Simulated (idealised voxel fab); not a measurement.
The name of this process module is voxel gate over fins.
235 nm wide, 5 nm square cells: that's cross-section cut.
Reading order for cross-sections: top band down to bottom band. Underlying form: a grid of square cells. Band size: one or more rows of cells.
Basically the band line says how high the top is and how high the bottom is, in nm, and then what's in it from left to right, every material with its width in nm. Empty space shows up as "blank", and if a single material carries "all across" it runs the full band edge to edge.
Heights are expressed relative to 0, this being the level below which the as-received wafer comprises one material exclusively. The lowest band is unbounded in the downward direction and is denoted as in "from 0 down".
When a width is written as two numbers, as in "30..40", the first number is the width in the top row of cells of the band and the second is the width in its bottom row, and the width changes by the same amount from each row to the next.
The cross-section has no changed cell in any step marked "left unchanged".
This entry, "Closed void table", enumerates those empty regions of no fewer than 8 cells that possess no open connection to the top. Each region is reported in the form width x height at distance, the distance being taken from the left edge, with all three quantities expressed in nm.
Whatever follows a step's settings on its line is a remark the simulator itself makes about that step.
overlay nm, on a step with a mask: how far to the right of its planned place the mask lay; to the left if negative

Here's what the planned process steps look like
step 1: RECEIVE: material Si
step 2: CONFORMAL_DEP: material SiN, thk nm 5
step 3: PATTERN: tone cover, mask id FINS, material resist, width nm 15, pitch nm 35, thk nm 15, overlay nm 0
step 4: DIRECTIONAL_ETCH: etch materials SiN, depth nm 5
step 5: DIRECTIONAL_ETCH: etch materials Si, depth nm 35
step 6: STRIP: etch materials resist
step 7: FILL_DEP: material SiO2, thk nm 15
step 8: CMP: height nm 5
step 9: SELECTIVE_ETCH: etch materials SiO2, depth nm 15
step 10: STRIP: etch materials SiN
step 11: CONFORMAL_DEP: material HfO2, thk nm 5
step 12: CONFORMAL_DEP: material TiN, thk nm 5
step 13: CONFORMAL_DEP: material TiAl, thk nm 5
step 14: CONFORMAL_DEP: material TiN, thk nm 5
step 15: FILL_DEP: material W, thk nm 15
step 16: CMP: height nm 30
step 17: CONFORMAL_DEP: material SiCN, thk nm 5

The first of the two wafers, which ran as planned

As received (post step 1): cross-section
* from 0 down  Si all across
* Closed void table: none

After step 2, in cross-section
* from 5 to 0  SiN all across
* Under the height 0 nothing was changed.

After step 3, in cross-section
* from 20 to 5  blank=90 | resist=15 | blank=20 | resist=15 | blank=95
* Under the height 5 nothing was changed.

After step 4, in cross-section
* from 20 to 5  blank=90 | resist=15 | blank=20 | resist=15 | blank=95
* from 5 to 0  blank=90 | SiN=15 | blank=20 | SiN=15 | blank=95
* Under the height 0 nothing was changed.

After step 5, in cross-section
* from 20 to 5  blank=90 | resist=15 | blank=20 | resist=15 | blank=95
* from 5 to 0  blank=90 | SiN=15 | blank=20 | SiN=15 | blank=95
* from 0 to -35  blank=90 | Si=15 | blank=20 | Si=15 | blank=95
* Under the height -35 nothing was changed.

After step 6, in cross-section
* from 5 to 0  blank=90 | SiN=15 | blank=20 | SiN=15 | blank=95
* Under the height 0 nothing was changed.

After step 7, in cross-section
* from 20 to 5  SiO2 all across
* from 5 to 0  SiO2=90 | SiN=15 | SiO2=20 | SiN=15 | SiO2=95
* from 0 to -35  SiO2=90 | Si=15 | SiO2=20 | Si=15 | SiO2=95
* Under the height -35 nothing was changed.

After step 8, in cross-section
* from 5 to 0  SiO2=90 | SiN=15 | SiO2=20 | SiN=15 | SiO2=95
* Under the height 0 nothing was changed.

After step 9, in cross-section
* from 5 to 0  blank=90 | SiN=15 | blank=20 | SiN=15 | blank=95
* from 0 to -10  blank=90 | Si=15 | blank=20 | Si=15 | blank=95
* Under the height -10 nothing was changed.

After step 10, in cross-section
* from 0 to -10  blank=90 | Si=15 | blank=20 | Si=15 | blank=95
* Under the height -10 nothing was changed.

After step 11, in cross-section
* from 5 to 0  blank=85 | HfO2=25 | blank=10 | HfO2=25 | blank=90
* from 0 to -5  blank=85 | HfO2=5 | Si=15 | HfO2=5 | blank=10 | HfO2=5 | Si=15 | HfO2=5 | blank=90
* from -5 to -10  HfO2=90 | Si=15 | HfO2=20 | Si=15 | HfO2=95
* Under the height -10 nothing was changed.

After step 12, in cross-section
* from 10 to 5  blank=80 | TiN=70 | blank=85
* from 5 to 0  blank=80 | TiN=5 | HfO2=25 | TiN=10 | HfO2=25 | TiN=5 | blank=85
* from 0 to -5  TiN=85 | HfO2=5 | Si=15 | HfO2=5 | TiN=10 | HfO2=5 | Si=15 | HfO2=5 | TiN=90
* Under the height -5 nothing was changed.

After step 13, in cross-section
* from 15 to 10  blank=75 | TiAl=80 | blank=80
* from 10 to 5  blank=75 | TiAl=5 | TiN=70 | TiAl=5 | blank=80
* from 5 to 0  TiAl=80 | TiN=5 | HfO2=25 | TiN=10 | HfO2=25 | TiN=5 | TiAl=85
* Under the height 0 nothing was changed.

After step 14, in cross-section
* from 20 to 15  blank=70 | TiN=90 | blank=75
* from 15 to 10  blank=70 | TiN=5 | TiAl=80 | TiN=5 | blank=75
* from 10 to 5  TiN=75 | TiAl=5 | TiN=70 | TiAl=5 | TiN=80
* Under the height 5 nothing was changed.

After step 15, in cross-section
* from 35 to 20  W all across
* from 20 to 15  W=70 | TiN=90 | W=75
* from 15 to 10  W=70 | TiN=5 | TiAl=80 | TiN=5 | W=75
* Under the height 10 nothing was changed.

After step 16, in cross-section
* from 30 to 20  W all across
* Under the height 20 nothing was changed.

After step 17, in cross-section
* from 35 to 30  SiCN all across
* Under the height 30 nothing was changed.

Second wafer, same starting conditions and recipe as the first, one mistake in executing it, nothing differs from the first up to and including step 10

Cross-section of the second wafer when, according to plan, step 11 should have finished: left unchanged

Cross-section of the second wafer when, according to plan, step 12 should have finished
* from 5 to 0  blank=85 | TiN=25 | blank=10 | TiN=25 | blank=90
* from 0 to -5  blank=85 | TiN=5 | Si=15 | TiN=5 | blank=10 | TiN=5 | Si=15 | TiN=5 | blank=90
* from -5 to -10  TiN=90 | Si=15 | TiN=20 | Si=15 | TiN=95
* Under the height -10 nothing was changed.

Cross-section of the second wafer when, according to plan, step 13 should have finished
* from 10 to 5  blank=80 | TiAl=70 | blank=85
* from 5 to 0  blank=80 | TiAl=5 | TiN=25 | TiAl=10 | TiN=25 | TiAl=5 | blank=85
* from 0 to -5  TiAl=85 | TiN=5 | Si=15 | TiN=5 | TiAl=10 | TiN=5 | Si=15 | TiN=5 | TiAl=90
* Under the height -5 nothing was changed.

Cross-section of the second wafer when, according to plan, step 14 should have finished
* from 15 to 10  blank=75 | TiN=80 | blank=80
* from 10 to 5  blank=75 | TiN=5 | TiAl=70 | TiN=5 | blank=80
* from 5 to 0  TiN=80 | TiAl=5 | TiN=25 | TiAl=10 | TiN=25 | TiAl=5 | TiN=85
* Under the height 0 nothing was changed.

Cross-section of the second wafer when, according to plan, step 15 should have finished
* from 30 to 15  W all across
* from 15 to 10  W=75 | TiN=80 | W=80
* from 10 to 5  W=75 | TiN=5 | TiAl=70 | TiN=5 | W=80
* Under the height 5 nothing was changed.

Cross-section of the second wafer when, according to plan, step 16 should have finished: left unchanged

Cross-section of the second wafer when, according to plan, step 17 should have finished
* from 35 to 30  SiCN all across
* Under the height 30 nothing was changed.
Plan not followed: it should be noted that step 11 of the plan was omitted and was not performed
Final wafer comparison in cells, second versus first, more or fewer per material: 55 fewer of HfO2, 4 more of TiAl, 51 more of W
